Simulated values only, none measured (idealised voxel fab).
Process module name: voxel spacer lines
We display cut, a cross-section 155 nm in width whose square cells are each 5 nm.
Cross-section, as written here: a square-cell grid given band by band from the top down, where a band holds one or more rows of cells. Quick guide to a band line: top height, bottom height (nm) up front; then every material left to right with its width in nm. Only one material and it's marked "throughout"? Then it fills the band edge to edge. And "blank" just means empty space. We count height from 0. Below that, the starting wafer is all one material. The lowest band never ends at the bottom but goes on down; see "0 nm and below" for how that is written. Quick explanation for "30->40": the width changes in equal steps down the rows of cells, from the first number in the band's top row to the second number in its bottom row. The designation "same as before", where it is given for a processing step, indicates that no cell of the cross-section was altered in the course of that step. The list in "Cavities, closed" covers empty spaces of 8 cells or more that cannot reach the top through any open way, and it gives each as width x height at distance; the distance is from the left edge, and width, height and distance are in nm. Heads up: the bit after the settings on a step's line is the simulator's remark on that step. When a step includes a mask, the "overlay nm" setting on its line states how far to the right of its planned place that mask lay, and negative values state how far to the left.

-- Planned step list for the process
1: RECEIVE: material Si
2: CONFORMAL_DEP: material Al2O3, thk nm 5
3: DIRECTIONAL_DEP: material W, thk nm 20
4: DIRECTIONAL_DEP: material polySi, thk nm 25
5: PATTERN: tone cover, mask id MANDREL, material resist, width nm 15, pitch nm 50, thk nm 30, overlay nm 0
6: DIRECTIONAL_ETCH: etch materials polySi, depth nm 25
7: STRIP: etch materials resist
8: CONFORMAL_DEP: material SiO2, thk nm 10
9: DIRECTIONAL_ETCH: etch materials SiO2, depth nm 10
10: STRIP: etch materials polySi
11: DIRECTIONAL_ETCH: etch materials W, depth nm 20
12: STRIP: etch materials SiO2
13: FILL_DEP: material SiO2, thk nm 5
14: CMP: height nm 25

-- First of two wafers, with the run carried out as planned

-- Cross-section of the wafer at receipt, which is the condition after step 1
* 0 nm and below: Si throughout
* Cavities, closed: none

-- Cross-sectional representation of the wafer at the conclusion of step 2
* 5 nm to 0 nm: Al2O3 throughout
* Unchanged below 0.

-- Cross-sectional representation of the wafer at the conclusion of step 3
* 25 nm to 5 nm: W throughout
* Unchanged below 5.

-- Cross-sectional representation of the wafer at the conclusion of step 4
* 50 nm to 25 nm: polySi throughout
* Unchanged below 25.

-- Cross-sectional representation of the wafer at the conclusion of step 5
* 80 nm to 50 nm: 20 nm blank | 15 nm resist | 35 nm blank | 15 nm resist | 35 nm blank | 15 nm resist | 20 nm blank
* Unchanged below 50.

-- Cross-sectional representation of the wafer at the conclusion of step 6
* 80 nm to 50 nm: 20 nm blank | 15 nm resist | 35 nm blank | 15 nm resist | 35 nm blank | 15 nm resist | 20 nm blank
* 50 nm to 25 nm: 20 nm blank | 15 nm polySi | 35 nm blank | 15 nm polySi | 35 nm blank | 15 nm polySi | 20 nm blank
* Unchanged below 25.

-- Cross-sectional representation of the wafer at the conclusion of step 7
* 50 nm to 25 nm: 20 nm blank | 15 nm polySi | 35 nm blank | 15 nm polySi | 35 nm blank | 15 nm polySi | 20 nm blank
* Unchanged below 25.

-- Cross-sectional representation of the wafer at the conclusion of step 8
* 60 nm to 50 nm: 10 nm blank | 35 nm SiO2 | 15 nm blank | 35 nm SiO2 | 15 nm blank | 35 nm SiO2 | 10 nm blank
* 50 nm to 35 nm: 10 nm blank | 10 nm SiO2 | 15 nm polySi | 10 nm SiO2 | 15 nm blank | 10 nm SiO2 | 15 nm polySi | 10 nm SiO2 | 15 nm blank | 10 nm SiO2 | 15 nm polySi | 10 nm SiO2 | 10 nm blank
* 35 nm to 25 nm: 20 nm SiO2 | 15 nm polySi | 35 nm SiO2 | 15 nm polySi | 35 nm SiO2 | 15 nm polySi | 20 nm SiO2
* Unchanged below 25.

-- Cross-sectional representation of the wafer at the conclusion of step 9
* 50 nm to 25 nm: 10 nm blank | 10 nm SiO2 | 15 nm polySi | 10 nm SiO2 | 15 nm blank | 10 nm SiO2 | 15 nm polySi | 10 nm SiO2 | 15 nm blank | 10 nm SiO2 | 15 nm polySi | 10 nm SiO2 | 10 nm blank
* Unchanged below 25.

-- Cross-sectional representation of the wafer at the conclusion of step 10
* 50 nm to 25 nm: 10 nm blank | 10 nm SiO2 | 15 nm blank | 10 nm SiO2 | 15 nm blank | 10 nm SiO2 | 15 nm blank | 10 nm SiO2 | 15 nm blank | 10 nm SiO2 | 15 nm blank | 10 nm SiO2 | 10 nm blank
* Unchanged below 25.

-- Cross-sectional representation of the wafer at the conclusion of step 11
* 50 nm to 25 nm: 10 nm blank | 10 nm SiO2 | 15 nm blank | 10 nm SiO2 | 15 nm blank | 10 nm SiO2 | 15 nm blank | 10 nm SiO2 | 15 nm blank | 10 nm SiO2 | 15 nm blank | 10 nm SiO2 | 10 nm blank
* 25 nm to 5 nm: 10 nm blank | 10 nm W | 15 nm blank | 10 nm W | 15 nm blank | 10 nm W | 15 nm blank | 10 nm W | 15 nm blank | 10 nm W | 15 nm blank | 10 nm W | 10 nm blank
* Unchanged below 5.

-- Cross-sectional representation of the wafer at the conclusion of step 12
* 25 nm to 5 nm: 10 nm blank | 10 nm W | 15 nm blank | 10 nm W | 15 nm blank | 10 nm W | 15 nm blank | 10 nm W | 15 nm blank | 10 nm W | 15 nm blank | 10 nm W | 10 nm blank
* Unchanged below 5.

-- Cross-sectional representation of the wafer at the conclusion of step 13
* 30 nm to 25 nm: SiO2 throughout
* 25 nm to 5 nm: 10 nm SiO2 | 10 nm W | 15 nm SiO2 | 10 nm W | 15 nm SiO2 | 10 nm W | 15 nm SiO2 | 10 nm W | 15 nm SiO2 | 10 nm W | 15 nm SiO2 | 10 nm W | 10 nm SiO2
* Unchanged below 5.

-- Cross-sectional representation of the wafer at the conclusion of step 14
* 25 nm to 5 nm: 10 nm SiO2 | 10 nm W | 15 nm SiO2 | 10 nm W | 15 nm SiO2 | 10 nm W | 15 nm SiO2 | 10 nm W | 15 nm SiO2 | 10 nm W | 15 nm SiO2 | 10 nm W | 10 nm SiO2
* Unchanged below 5.

-- The second wafer was prepared from the same starting point and under the same plan as the first; its processing contained one mistake, and it remains indistinguishable from the first wafer up to and including step 2

-- Cross-section, second wafer, at the end time the plan gives for step 3
* 20 nm to 5 nm: W throughout
* Unchanged below 5.

-- Cross-section, second wafer, at the end time the plan gives for step 4
* 45 nm to 20 nm: polySi throughout
* Unchanged below 20.

-- Cross-section, second wafer, at the end time the plan gives for step 5
* 75 nm to 45 nm: 20 nm blank | 15 nm resist | 35 nm blank | 15 nm resist | 35 nm blank | 15 nm resist | 20 nm blank
* Unchanged below 45.

-- Cross-section, second wafer, at the end time the plan gives for step 6
* 75 nm to 45 nm: 20 nm blank | 15 nm resist | 35 nm blank | 15 nm resist | 35 nm blank | 15 nm resist | 20 nm blank
* 45 nm to 20 nm: 20 nm blank | 15 nm polySi | 35 nm blank | 15 nm polySi | 35 nm blank | 15 nm polySi | 20 nm blank
* Unchanged below 20.

-- Cross-section, second wafer, at the end time the plan gives for step 7
* 45 nm to 20 nm: 20 nm blank | 15 nm polySi | 35 nm blank | 15 nm polySi | 35 nm blank | 15 nm polySi | 20 nm blank
* Unchanged below 20.

-- Cross-section, second wafer, at the end time the plan gives for step 8
* 55 nm to 45 nm: 10 nm blank | 35 nm SiO2 | 15 nm blank | 35 nm SiO2 | 15 nm blank | 35 nm SiO2 | 10 nm blank
* 45 nm to 30 nm: 10 nm blank | 10 nm SiO2 | 15 nm polySi | 10 nm SiO2 | 15 nm blank | 10 nm SiO2 | 15 nm polySi | 10 nm SiO2 | 15 nm blank | 10 nm SiO2 | 15 nm polySi | 10 nm SiO2 | 10 nm blank
* 30 nm to 20 nm: 20 nm SiO2 | 15 nm polySi | 35 nm SiO2 | 15 nm polySi | 35 nm SiO2 | 15 nm polySi | 20 nm SiO2
* Unchanged below 20.

-- Cross-section, second wafer, at the end time the plan gives for step 9
* 45 nm to 20 nm: 10 nm blank | 10 nm SiO2 | 15 nm polySi | 10 nm SiO2 | 15 nm blank | 10 nm SiO2 | 15 nm polySi | 10 nm SiO2 | 15 nm blank | 10 nm SiO2 | 15 nm polySi | 10 nm SiO2 | 10 nm blank
* Unchanged below 20.

-- Cross-section, second wafer, at the end time the plan gives for step 10
* 45 nm to 20 nm: 10 nm blank | 10 nm SiO2 | 15 nm blank | 10 nm SiO2 | 15 nm blank | 10 nm SiO2 | 15 nm blank | 10 nm SiO2 | 15 nm blank | 10 nm SiO2 | 15 nm blank | 10 nm SiO2 | 10 nm blank
* Unchanged below 20.

-- Cross-section, second wafer, at the end time the plan gives for step 11
* 45 nm to 20 nm: 10 nm blank | 10 nm SiO2 | 15 nm blank | 10 nm SiO2 | 15 nm blank | 10 nm SiO2 | 15 nm blank | 10 nm SiO2 | 15 nm blank | 10 nm SiO2 | 15 nm blank | 10 nm SiO2 | 10 nm blank
* 20 nm to 5 nm: 10 nm blank | 10 nm W | 15 nm blank | 10 nm W | 15 nm blank | 10 nm W | 15 nm blank | 10 nm W | 15 nm blank | 10 nm W | 15 nm blank | 10 nm W | 10 nm blank
* Unchanged below 5.

-- Cross-section, second wafer, at the end time the plan gives for step 12
* 20 nm to 5 nm: 10 nm blank | 10 nm W | 15 nm blank | 10 nm W | 15 nm blank | 10 nm W | 15 nm blank | 10 nm W | 15 nm blank | 10 nm W | 15 nm blank | 10 nm W | 10 nm blank
* Unchanged below 5.

-- Cross-section, second wafer, at the end time the plan gives for step 13
* 25 nm to 20 nm: SiO2 throughout
* 20 nm to 5 nm: 10 nm SiO2 | 10 nm W | 15 nm SiO2 | 10 nm W | 15 nm SiO2 | 10 nm W | 15 nm SiO2 | 10 nm W | 15 nm SiO2 | 10 nm W | 15 nm SiO2 | 10 nm W | 10 nm SiO2
* Unchanged below 5.

Cross-section, second wafer, at the end time the plan gives for step 14: same as before
Error vs. plan: for step 3, the planned setting was not used; the step was instead run as DIRECTIONAL_DEP: material W, thk nm 15
Materials where the second wafer ends with more or fewer cells than the first: +12 SiO2, -12 W
